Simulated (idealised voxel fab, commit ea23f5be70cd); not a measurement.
process module | voxel double patterning
cross-section cut | 150 nm wide | cells 5 nm
A cross-section is a grid of square cells, given in bands from the top down. A band is one or more rows of cells.
Each band's line starts with the height of the band's top and of its bottom, in nm. Then come its materials from left to right, each with its width in nm. One material with "throughout" fills the band from edge to edge. "air" is empty space.
Height 0 is the level under which the wafer as received is all one material. The lowest band goes on downwards, as in "0 down".
A width such as "30 to 40" changes by the same amount from each row of cells to the next, from the band's top row to its bottom row.
"no change" after a step means that no cell of the cross-section changed.
closed voids: empty space of 8 cells or more with no open way to the top, each as width x height at its distance from the left edge, in nm
after a step's settings: what the simulator itself notes on the step
overlay nm, on a step with a mask: how far to the right of its planned place the mask lay; to the left if negative
plan
1 op RECEIVE | material Si
2 op CONFORMAL_DEP | material SiN | thk nm 10
3 op DIRECTIONAL_DEP | material SiO2 | thk nm 10
4 op DIRECTIONAL_DEP | material SiCN | thk nm 5
5 op DIRECTIONAL_DEP | material aC | thk nm 15
6 op PATTERN | tone open | mask id FIRST | material resist | width nm 15 | pitch nm 50 | thk nm 35 | overlay nm 0
7 op DIRECTIONAL_ETCH | etch materials aC | depth nm 15
8 op STRIP | etch materials resist
9 op DIRECTIONAL_ETCH | etch materials SiCN | depth nm 5
10 op STRIP | etch materials aC
11 op PATTERN | tone open | mask id SECOND | material resist | width nm 15 | thk nm 15 | overlay nm 0
12 op DIRECTIONAL_ETCH | etch materials SiCN | depth nm 5
13 op STRIP | etch materials resist
14 op DIRECTIONAL_ETCH | etch materials SiO2 | depth nm 10
15 op STRIP | etch materials SiCN
as received, after step 1
  0 down: Si throughout
  closed voids: none
first wafer at the end, as planned
  20 to 10: SiO2 40 | air 15 | SiO2 10 | air 15 | SiO2 10 | air 15 | SiO2 45
  10 to 0: SiN throughout
  0 down: Si throughout
  closed voids: none
second wafer at the end: like start, like plan, one mistake
  20 to 10: SiO2 40 | air 20 | SiO2 5 | air 15 | SiO2 10 | air 20 | SiO2 40
  10 to 0: SiN throughout
  0 down: Si throughout
  closed voids: none
what went wrong: step 6 ran as: op PATTERN | tone open | mask id FIRST | material resist | width nm 20 | pitch nm 50 | thk nm 35 | overlay nm 0
at the end the second wafer has, in cells: 4 fewer of SiO2
